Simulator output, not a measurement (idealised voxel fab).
This section sets out a process module, namely voxel lift off.
FYI the section here is cut, 230 nm wide, cells are 5 nm squares.
Notation: cross-section as square-cell grid; stated in bands, top first, going down; one or more cell rows per band.
Per band: top height and bottom height in nm, followed by the left-to-right materials and their widths in nm; "throughout" marks a single material spanning edge to edge, "air" marks empty space.
Ref level 0: as-received wafer is one material below here. Bottom band extends down with no lower bound ("from 0 down").
Width spec "30..40" -> top row of cells at first value, bottom row at second value, equal per-row change in between.
It should be understood that the words "nothing got changed", when stated for a given step, signify that the cross-section underwent no change in any of its cells during that step.
For the entry "Closed void table", the listed items are empty spaces with no open way to the top whose size is 8 cells or more; each item follows the pattern width x height at distance, where distance is from the left edge and all three are in nm.
Heads up: the bit after the settings on a step's line is the simulator's remark on that step.
Steps that use a mask can have "overlay nm" on their line. It says how far the mask sat to the right of where it was meant to be. Negative means to the left.
**Process steps (planned)**
1,RECEIVE [material Si]
2,CONFORMAL_DEP [material SiN] [thk nm 5]
3,PATTERN [tone open] [mask id LINES] [material resist] [width nm 15] [pitch nm 30] [thk nm 30] [overlay nm -15]
4,DIRECTIONAL_DEP [material Ru] [thk nm 15]
5,STRIP [etch materials resist]
6,CONFORMAL_DEP [material SiO2] [thk nm 5]
Be aware that, although all wafers share a common starting state, the overlay nm at step 3 differs among them, and the plan displays the first wafer's value.
**The as-received cross-section of the first of several wafers corresponds to the state after step 1**
	from 0 down | Si throughout
	Closed void table: none
**each wafer at the end: cells of each material gained (+) or lost (-) since it was received, then its closed voids**
overlay nm -15 | +18 Ru | +46 SiN | +58 SiO2 | Closed void table: none
overlay nm -10 | +18 Ru | +46 SiN | +58 SiO2 | Closed void table: none
overlay nm -5 | +18 Ru | +46 SiN | +58 SiO2 | Closed void table: none
overlay nm 0 | +18 Ru | +46 SiN | +58 SiO2 | Closed void table: none
overlay nm 5 | +18 Ru | +46 SiN | +58 SiO2 | Closed void table: none
overlay nm 10 | +18 Ru | +46 SiN | +58 SiO2 | Closed void table: none
overlay nm 15 | +18 Ru | +46 SiN | +58 SiO2 | Closed void table: none
